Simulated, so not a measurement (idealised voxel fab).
process module | voxel spacer lines
cross-section cut | 220 nm wide | cells 5 nm
A cross-section is a grid of square cells, given in bands from the top down. A band is one or more rows of cells.
Each band's line starts with the height of the band's top and of its bottom, in nm. Then come its materials from left to right, each with its width in nm. One material with "throughout" fills the band from edge to edge. "air" is empty space.
Height 0 is the level under which the wafer as received is all one material. The lowest band goes on downwards, as in "0 down".
A width such as "30 to 40" changes by the same amount from each row of cells to the next, from the band's top row to its bottom row.
"no change" after a step means that no cell of the cross-section changed.
closed voids: empty space of 8 cells or more with no open way to the top, each as width x height at its distance from the left edge, in nm
after a step's settings: what the simulator itself notes on the step
overlay nm, on a step with a mask: how far to the right of its planned place the mask lay; to the left if negative
plan
1 op RECEIVE | material Si
2 op CONFORMAL_DEP | material Al2O3 | thk nm 5
3 op DIRECTIONAL_DEP | material TiN | thk nm 15
4 op DIRECTIONAL_DEP | material aC | thk nm 25
5 op PATTERN | tone cover | mask id MANDREL | material resist | width nm 20 | pitch nm 70 | thk nm 35 | overlay nm 0
6 op DIRECTIONAL_ETCH | etch materials aC | depth nm 25
7 op STRIP | etch materials resist
8 op CONFORMAL_DEP | material SiO2 | thk nm 15
9 op DIRECTIONAL_ETCH | etch materials SiO2 | depth nm 15
10 op STRIP | etch materials aC
11 op DIRECTIONAL_ETCH | etch materials TiN | depth nm 15
12 op STRIP | etch materials SiO2
13 op FILL_DEP | material lowk | thk nm 10
14 op CMP | height nm 20
first wafer, as planned
as received, after step 1
  0 down: Si throughout
  closed voids: none
after step 2
  5 to 0: Al2O3 throughout
  below 0: unchanged
after step 3
  20 to 5: TiN throughout
  below 5: unchanged
after step 4
  45 to 20: aC throughout
  below 20: unchanged
after step 5
  80 to 45: air 30 | resist 20 | air 50 | resist 20 | air 50 | resist 20 | air 30
  below 45: unchanged
after step 6
  55 to 45: air 30 | resist 20 | air 50 | resist 20 | air 50 | resist 20 | air 30
  45 to 20: air 30 | aC 20 | air 50 | aC 20 | air 50 | aC 20 | air 30
  below 20: unchanged
after step 7
  45 to 20: air 30 | aC 20 | air 50 | aC 20 | air 50 | aC 20 | air 30
  below 20: unchanged
after step 8
  60 to 45: air 15 | SiO2 50 | air 20 | SiO2 50 | air 20 | SiO2 50 | air 15
  45 to 35: air 15 | SiO2 15 | aC 20 | SiO2 15 | air 20 | SiO2 15 | aC 20 | SiO2 15 | air 20 | SiO2 15 | aC 20 | SiO2 15 | air 15
  35 to 20: SiO2 30 | aC 20 | SiO2 50 | aC 20 | SiO2 50 | aC 20 | SiO2 30
  below 20: unchanged
after step 9
  45 to 20: air 15 | SiO2 15 | aC 20 | SiO2 15 | air 20 | SiO2 15 | aC 20 | SiO2 15 | air 20 | SiO2 15 | aC 20 | SiO2 15 | air 15
  below 20: unchanged
after step 10
  45 to 20: air 15 | SiO2 15 | air 20 | SiO2 15 | air 20 | SiO2 15 | air 20 | SiO2 15 | air 20 | SiO2 15 | air 20 | SiO2 15 | air 15
  below 20: unchanged
after step 11
  45 to 20: air 15 | SiO2 15 | air 20 | SiO2 15 | air 20 | SiO2 15 | air 20 | SiO2 15 | air 20 | SiO2 15 | air 20 | SiO2 15 | air 15
  20 to 5: air 15 | TiN 15 | air 20 | TiN 15 | air 20 | TiN 15 | air 20 | TiN 15 | air 20 | TiN 15 | air 20 | TiN 15 | air 15
  below 5: unchanged
after step 12
  20 to 5: air 15 | TiN 15 | air 20 | TiN 15 | air 20 | TiN 15 | air 20 | TiN 15 | air 20 | TiN 15 | air 20 | TiN 15 | air 15
  below 5: unchanged
after step 13
  30 to 20: lowk throughout
  20 to 5: lowk 15 | TiN 15 | lowk 20 | TiN 15 | lowk 20 | TiN 15 | lowk 20 | TiN 15 | lowk 20 | TiN 15 | lowk 20 | TiN 15 | lowk 15
  below 5: unchanged
after step 14
  20 to 5: lowk 15 | TiN 15 | lowk 20 | TiN 15 | lowk 20 | TiN 15 | lowk 20 | TiN 15 | lowk 20 | TiN 15 | lowk 20 | TiN 15 | lowk 15
  below 5: unchanged
second wafer: like start, like plan, one mistake. Through step 2 it matches the first wafer
when step 3 should have ended
  30 to 5: aC throughout
  below 5: unchanged
when step 4 should have ended
  45 to 30: TiN throughout
  below 30: unchanged
when step 5 should have ended
  80 to 45: air 30 | resist 20 | air 50 | resist 20 | air 50 | resist 20 | air 30
  below 45: unchanged
when step 6 should have ended
  55 to 45: air 30 | resist 20 | air 50 | resist 20 | air 50 | resist 20 | air 30
  below 45: unchanged
when step 7 should have ended
  45 to 30: TiN throughout
  below 30: unchanged
when step 8 should have ended
  60 to 45: SiO2 throughout
  below 45: unchanged
when step 9 should have ended
  45 to 30: TiN throughout
  below 30: unchanged
when step 10 should have ended: no change
when step 11 should have ended
  30 to 5: aC throughout
  below 5: unchanged
when step 12 should have ended: no change
when step 13 should have ended
  40 to 30: lowk throughout
  below 30: unchanged
when step 14 should have ended
  20 to 5: aC throughout
  below 5: unchanged
what went wrong: steps 3 and 4 were swapped
at the end the second wafer has, in cells: 54 fewer of TiN | 132 more of aC | 78 fewer of lowk
